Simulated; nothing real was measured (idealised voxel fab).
Proc. module: voxel trench capacitor
We display cut, a cross-section 280 nm in width whose square cells are each 5 nm.
A cross-section is written here as square cells arranged in a grid, and it is given in bands from the top down, each band taking up one or more rows of cells.
It is stipulated that each band's entry specify, in nanometres, the height of the top of the band and then that of its bottom, followed by the materials of the band in left-to-right sequence, each together with its width in nanometres. A single material marked by the word "throughout" is understood to fill the band from edge to edge; the word "blank" is understood to denote empty space.
Convention: height 0 is the level below which the wafer, as received, is all one material. The lowest band does not terminate at the bottom but continues downward, represented as "0 and below".
Graded width ("30 to 40"): value in top row of band = first number; value in bottom row = second number; row-to-row change constant.
"remained the same" means the step left every cell of the cross-section as it was.
You'll see "Enclosed cavities" listing empty spaces that have no way open to the top, as long as they're 8 cells or more; the notation is width x height at distance, where the distance is from the left edge, and all of it is in nm.
Step line, after settings: the simulator's comment on this step.
overlay nm: on a step with a mask, how far right of its planned place the mask lay; negative means left.

The planned process steps are enumerated hereunder:
step 1: RECEIVE: material Si
step 2: CONFORMAL_DEP: material SiN, thk nm 5
step 3: PATTERN: tone open, mask id TRENCH, material resist, width nm 25, pitch nm 45, thk nm 15, overlay nm 0
step 4: DIRECTIONAL_ETCH: etch materials SiN, depth nm 10
step 5: DIRECTIONAL_ETCH: etch materials Si, depth nm 35
step 6: STRIP: etch materials resist
step 7: CONFORMAL_DEP: material Al2O3, thk nm 5
step 8: FILL_DEP: material polySi, thk nm 10
step 9: CMP: height nm 10
Don't read the plan's thk nm for step 2 as applying to every wafer: that's the first wafer's value, and the wafers differ in it, though they all start identical.

Cross-section of the first incoming wafer of several, state after step 1:
    0 and below  Si throughout
    Enclosed cavities: none

So in this table every wafer gets its own row, and what you see is where it stands at the end of the module: for each material, how many cells it picked up (+) or gave up (-) since we received it, and after that its closed voids:
thk nm 5; +120 Al2O3; -140 Si; +36 SiN; +96 polySi; Enclosed cavities: none
thk nm 10; +84 Al2O3; -140 Si; +72 SiN; +96 polySi; Enclosed cavities: none
thk nm 15; +20 Al2O3; +92 SiN; Enclosed cavities: none
thk nm 20; +112 SiN; Enclosed cavities: none
thk nm 25; +112 SiN; Enclosed cavities: none
